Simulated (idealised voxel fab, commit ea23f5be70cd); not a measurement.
process module | voxel quadruple lines
Cross-sectional view cut (width: 205 nm; square cell size: 5 nm).
We lay out every cross-section as a grid of square cells and spell it out in bands from the top down, where one band means one or more rows of cells.
First you get the band's top height and its bottom height, in nm, and then the materials it's made of, left to right, with each width in nm. If you see a single material with "all across", that one covers the band edge to edge. "empty" is empty space.
Where do heights start? At 0: under that level the wafer as delivered is made of one material only. And the lowest band has no floor; it just carries on downward, as in "top 0, no bottom".
You'd read "30..40" like this: the band's top row of cells is as wide as the first number, its bottom row is as wide as the second, and going down, every row changes width by the same amount as the row before did.
"changes: none", as given for a step, is the statement that not any cell of the cross-section underwent a change during that step.
The list in "Enclosed cavity list" covers empty spaces of 8 cells or more that cannot reach the top through any open way, and it gives each as width x height at distance; the distance is from the left edge, and width, height and distance are in nm.
The remark found on a step's line after its settings is issued by the simulator itself and pertains to that step.
overlay nm: on a step with a mask, how far right of its planned place the mask lay; negative means left.
SET OUT BELOW ARE THE PLANNED STEPS OF THE PROCESS
| 1 | RECEIVE | material Si |
| 2 | CONFORMAL_DEP | material SiO2 | thk nm 10 |
| 3 | DIRECTIONAL_DEP | material TiN | thk nm 15 |
| 4 | DIRECTIONAL_DEP | material polySi | thk nm 20 |
| 5 | DIRECTIONAL_DEP | material aC | thk nm 25 |
| 6 | PATTERN | tone cover | mask id MANDREL | material resist | width nm 15 | thk nm 30 | overlay nm 0 |
| 7 | DIRECTIONAL_ETCH | etch materials aC | depth nm 25 |
| 8 | STRIP | etch materials resist |
| 9 | CONFORMAL_DEP | material SiO2 | thk nm 10 |
| 10 | DIRECTIONAL_ETCH | etch materials SiO2 | depth nm 10 |
| 11 | STRIP | etch materials aC |
| 12 | DIRECTIONAL_ETCH | etch materials polySi | depth nm 20 |
| 13 | STRIP | etch materials SiO2 |
| 14 | CONFORMAL_DEP | material SiN | thk nm 5 |
| 15 | DIRECTIONAL_ETCH | etch materials SiN | depth nm 5 |
| 16 | STRIP | etch materials polySi |
| 17 | DIRECTIONAL_ETCH | etch materials TiN | depth nm 15 |
| 18 | STRIP | etch materials SiN |
Split variable: width nm, step 6. Plan value = first wafer. Wafers start alike.
FIRST OF SEVERAL WAFERS (AS RECEIVED, POST STEP 1), CROSS-SECTIONAL VIEW
	top 0, no bottom  Si all across
	Enclosed cavity list: none
BELOW, A ROW FOR EVERY WAFER. READ IT AS THE END-OF-MODULE PICTURE: FOR EACH MATERIAL THE WAFER SHOWS ITS CELLS GAINED (+) OR LOST (-) SINCE IT WAS RECEIVED, AND THEN ITS CLOSED VOIDS
width nm 15; +82 SiO2; +12 TiN; Enclosed cavity list: none
width nm 20; +82 SiO2; +12 TiN; Enclosed cavity list: none
width nm 25; +82 SiO2; +12 TiN; Enclosed cavity list: none
width nm 30; +82 SiO2; +12 TiN; Enclosed cavity list: none
width nm 35; +82 SiO2; +12 TiN; Enclosed cavity list: none
